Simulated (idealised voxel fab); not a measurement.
This section sets out a process module, namely voxel released beams.
Cross-sectional view cut (width: 170 nm; square cell size: 5 nm).
The cross-sections in this document take the form of a grid made of square cells. They are written out as bands, in order from top to bottom. Each band consists of one or more rows of cells.
Top, bottom (nm), then materials left to right with widths (nm); lone material tagged "everywhere" fills the whole band edge to edge; "empty" = empty space.
Counting heights begins at 0, where everything beneath is, in the wafer as received, one material. The lowest band has no bottom; it goes on downwards, as "0 down" shows.
The two numbers in a width such as "30->40" mark its ends across the band: the first belongs to the top row of cells, the second to the bottom row, and from each row to the next the width moves by the same amount.
Where a step carries "no alterations made", the cross-section came out of it unchanged, cell for cell.
Any empty space of 8 cells or more lacking an open way to the top shows up in "closed voids" as width x height at distance, distance from the left edge, in nm.
On each step's line, the part that comes after the settings is the simulator's own comment on the step.
overlay nm, on a step with a mask: how far to the right of its planned place the mask lay; to the left if negative

PROCESS STEPS FORESEEN IN THE PLAN
step 1: RECEIVE, material Si
step 2: CONFORMAL_DEP, material Al2O3, thk nm 10
step 3: DIRECTIONAL_DEP, material SiO2, thk nm 20
step 4: PATTERN, tone open, mask id ANCHOR, material resist, width nm 30, thk nm 20, overlay nm 0
step 5: DIRECTIONAL_ETCH, etch materials SiO2, depth nm 20
step 6: STRIP, etch materials resist
step 7: CONFORMAL_DEP, material W, thk nm 10
step 8: PATTERN, tone cover, mask id BEAM, material resist, width nm 75, thk nm 15, overlay nm 0
step 9: DIRECTIONAL_ETCH, etch materials W, depth nm 10
step 10: STRIP, etch materials resist
step 11: STRIP, etch materials SiO2

FIRST WAFER, AS PLANNED

CROSS-SECTION OF THE WAFER AT RECEIPT, WHICH IS THE CONDITION AFTER STEP 1
	0 down  Si everywhere
	closed voids: none

HOW THE WAFER STANDS IN SECTION AFTER STEP 2
	10 to 0  Al2O3 everywhere
	Under 0: no change, same as before.

HOW THE WAFER STANDS IN SECTION AFTER STEP 3
	30 to 10  SiO2 everywhere
	Under 10: no change, same as before.

HOW THE WAFER STANDS IN SECTION AFTER STEP 4
	50 to 30  50 resist  30 empty  90 resist
	Under 30: no change, same as before.

HOW THE WAFER STANDS IN SECTION AFTER STEP 5
	50 to 30  50 resist  30 empty  90 resist
	30 to 10  50 SiO2  30 empty  90 SiO2
	Under 10: no change, same as before.

HOW THE WAFER STANDS IN SECTION AFTER STEP 6
	30 to 10  50 SiO2  30 empty  90 SiO2
	Under 10: no change, same as before.

HOW THE WAFER STANDS IN SECTION AFTER STEP 7
	40 to 30  60 W  10 empty  100 W
	30 to 20  50 SiO2  10 W  10 empty  10 W  90 SiO2
	20 to 10  50 SiO2  30 W  90 SiO2
	Under 10: no change, same as before.

HOW THE WAFER STANDS IN SECTION AFTER STEP 8
	55 to 40  45 empty  75 resist  50 empty
	40 to 30  60 W  10 resist  100 W
	30 to 20  50 SiO2  10 W  10 resist  10 W  90 SiO2
	Under 20: no change, same as before.

HOW THE WAFER STANDS IN SECTION AFTER STEP 9
	55 to 40  45 empty  75 resist  50 empty
	40 to 30  45 empty  15 W  10 resist  50 W  50 empty
	Under 30: no change, same as before.

HOW THE WAFER STANDS IN SECTION AFTER STEP 10
	40 to 30  45 empty  15 W  10 empty  50 W  50 empty
	30 to 20  50 SiO2  10 W  10 empty  10 W  90 SiO2
	Under 20: no change, same as before.

HOW THE WAFER STANDS IN SECTION AFTER STEP 11
	40 to 30  45 empty  15 W  10 empty  50 W  50 empty
	30 to 20  50 empty  10 W  10 empty  10 W  90 empty
	20 to 10  50 empty  30 W  90 empty
	Under 10: no change, same as before.

SECOND WAFER. START AND PLAN AS FOR THE FIRST. ONE MISTAKE MADE IN RUNNING. AGREES WITH THE FIRST UP TO AND INCLUDING STEP 8

SECOND WAFER AT THE PLANNED FINISH OF STEP 9, SEEN IN CROSS-SECTION
	55 to 40  45 empty  75 resist  50 empty
	40 to 35  45 empty  15 W  10 resist  50 W  50 empty
	Under 35: no change, same as before.

SECOND WAFER AT THE PLANNED FINISH OF STEP 10, SEEN IN CROSS-SECTION
	40 to 35  45 empty  15 W  10 empty  50 W  50 empty
	35 to 30  60 W  10 empty  100 W
	30 to 20  50 SiO2  10 W  10 empty  10 W  90 SiO2
	Under 20: no change, same as before.

Second wafer at the planned finish of step 11, seen in cross-section: no alterations made
It is concluded that the wafer was processed incorrectly with respect to the plan, in that step 9 was not run as planned; what actually ran was DIRECTIONAL_ETCH, etch materials W, depth nm 5
Final wafer comparison in cells, second versus first, more or fewer per material: 112 more of SiO2, 19 more of W
